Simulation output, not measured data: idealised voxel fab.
Title: Process Module voxel released beams
Square cell edge 5 nm, section width 180 nm, ID cut.
Cross-section spec: square-cell grid; bands listed top down; each band is one or more rows.
Basically the band line says how high the top is and how high the bottom is, in nm, and then what's in it from left to right, every material with its width in nm. Empty space shows up as "air", and if a single material carries "all across" it runs the full band edge to edge.
We count height from 0. Below that, the starting wafer is all one material. The lowest band never ends at the bottom but goes on down; see "0..down" for how that is written.
It should be noted that a width expressed as "30..40" varies in equal increments from row to row of cells within the band, taking the value of the first number at the top row and that of the second number at the bottom row.
Given "nothing was modified" for a step, no cell of the cross-section differs between before and after that step.
For the entry "Listed closed voids", the listed items are empty spaces with no open way to the top whose size is 8 cells or more; each item follows the pattern width x height at distance, where distance is from the left edge and all three are in nm.
Past the settings on a step's line: simulator remark, on that step.
A step line may carry the setting "overlay nm", which, for steps involving a mask, states the distance by which the mask lay to the right of its intended position; negative values denote displacement to the left.

The planned process steps are enumerated hereunder
1. RECEIVE | material Si
2. CONFORMAL_DEP | material SiN | thk nm 5
3. DIRECTIONAL_DEP | material SiO2 | thk nm 10
4. MASKED_ETCH | tone open | mask id ANCHOR | width nm 35 | etch materials SiO2 | depth nm 10 | overlay nm 0
5. CONFORMAL_DEP | material TiN | thk nm 10
6. MASKED_ETCH | tone cover | mask id BEAM | width nm 80 | etch materials TiN | depth nm 10 | overlay nm 0
7. STRIP | etch materials SiO2

The following pertains to the first of two wafers, which was processed as planned

Cross-sectional view of the wafer in its as-received condition, corresponding to the state after step 1
    0..down | Si all across
    Listed closed voids: none

The wafer, seen in cross-section, after step 2
    5..0 | SiN all across
    All layers under 0 are left as they were.

The wafer, seen in cross-section, after step 3
    15..5 | SiO2 all across
    All layers under 5 are left as they were.

The wafer, seen in cross-section, after step 4
    15..5 | 50 of SiO2 / 35 of air / 95 of SiO2
    All layers under 5 are left as they were.

The wafer, seen in cross-section, after step 5
    25..15 | 60 of TiN / 15 of air / 105 of TiN
    15..5 | 50 of SiO2 / 35 of TiN / 95 of SiO2
    All layers under 5 are left as they were.

The wafer, seen in cross-section, after step 6
    25..15 | 45 of air / 15 of TiN / 15 of air / 50 of TiN / 55 of air
    All layers under 15 are left as they were.

The wafer, seen in cross-section, after step 7
    25..15 | 45 of air / 15 of TiN / 15 of air / 50 of TiN / 55 of air
    15..5 | 50 of air / 35 of TiN / 95 of air
    All layers under 5 are left as they were.

Second wafer: same start and same plan as the first, one execution error; identical to the first through step 1

Cross-sectional view of the second wafer at the intended end time of process step 2
    10..0 | SiO2 all across
    All layers under 0 are left as they were.

Cross-sectional view of the second wafer at the intended end time of process step 3
    15..10 | SiN all across
    All layers under 10 are left as they were.

Cross-sectional view of the second wafer at the intended end time of process step 4: nothing was modified

Cross-sectional view of the second wafer at the intended end time of process step 5
    25..15 | TiN all across
    All layers under 15 are left as they were.

Cross-sectional view of the second wafer at the intended end time of process step 6
    25..15 | 45 of air / 80 of TiN / 55 of air
    All layers under 15 are left as they were.

Cross-sectional view of the second wafer at the intended end time of process step 7: nothing was modified
So what did we get wrong on this run? step 3 occupied the plan position of step 2, and the converse holds as well
It is noted that, at the conclusion of processing, the second wafer exhibits a higher or lower cell count for certain materials relative to the first: 72 more of SiO2; 8 fewer of TiN
